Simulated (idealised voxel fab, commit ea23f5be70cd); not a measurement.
The document below concerns the process module designated voxel local oxidation.
The figure presents cross-section cut, which has a width of 205 nm and is divided into square cells with an edge length of 5 nm.
Cross-section = grid of square cells, listed top down in bands; band = one or more rows.
Per band: top height and bottom height in nm, followed by the left-to-right materials and their widths in nm; "all across" marks a single material spanning edge to edge, "empty" marks empty space.
Convention: height 0 is the level below which the wafer, as received, is all one material. The lowest band does not terminate at the bottom but continues downward, represented as "top 0, no bottom".
Note: "30 to 40" means the width goes from the first number (top row of the band) to the second number (bottom row) in equal steps per row of cells.
Key: "no alteration" - step with no changed cell in the cross-section.
Each empty space that has no open way to the top and spans at least 8 cells appears under "Encapsulated voids" as width x height at distance, the distance counted from the left edge, all in nm.
Note: text after step settings on the step line = simulator remark on that step.
overlay nm: mask offset rightward from planned place, masked step; negative means leftward offset.
# Set out below are the planned steps of the process
1: RECEIVE: material Si
2: CONFORMAL_DEP: material SiO2, thk nm 5
3: CONFORMAL_DEP: material SiN, thk nm 10
4: DIRECTIONAL_DEP: material aC, thk nm 15
5: PATTERN: tone cover, mask id ACTIVE, material resist, width nm 105, thk nm 30, overlay nm 0
6: DIRECTIONAL_ETCH: etch materials aC, depth nm 15
7: STRIP: etch materials resist
8: DIRECTIONAL_ETCH: etch materials SiN, depth nm 10
9: STRIP: etch materials aC
10: SELECTIVE_ETCH: etch materials SiO2, depth nm 5
11: OXIDIZE: depth nm 15
12: STRIP: etch materials SiN
# Cross-section of the wafer as it came to us, i.e., already through step 1
  top 0, no bottom | Si all across
  Encapsulated voids: none
# Cross-section, end of module. Start: as above. Plan: as above. Execution: one mistake
  top 10, bottom 0 | SiO2 all across
  top 0, no bottom | Si all across
  Encapsulated voids: none
Want to know what went wrong? step 3 changed vs plan, executed as CONFORMAL_DEP: material SiO2, thk nm 10
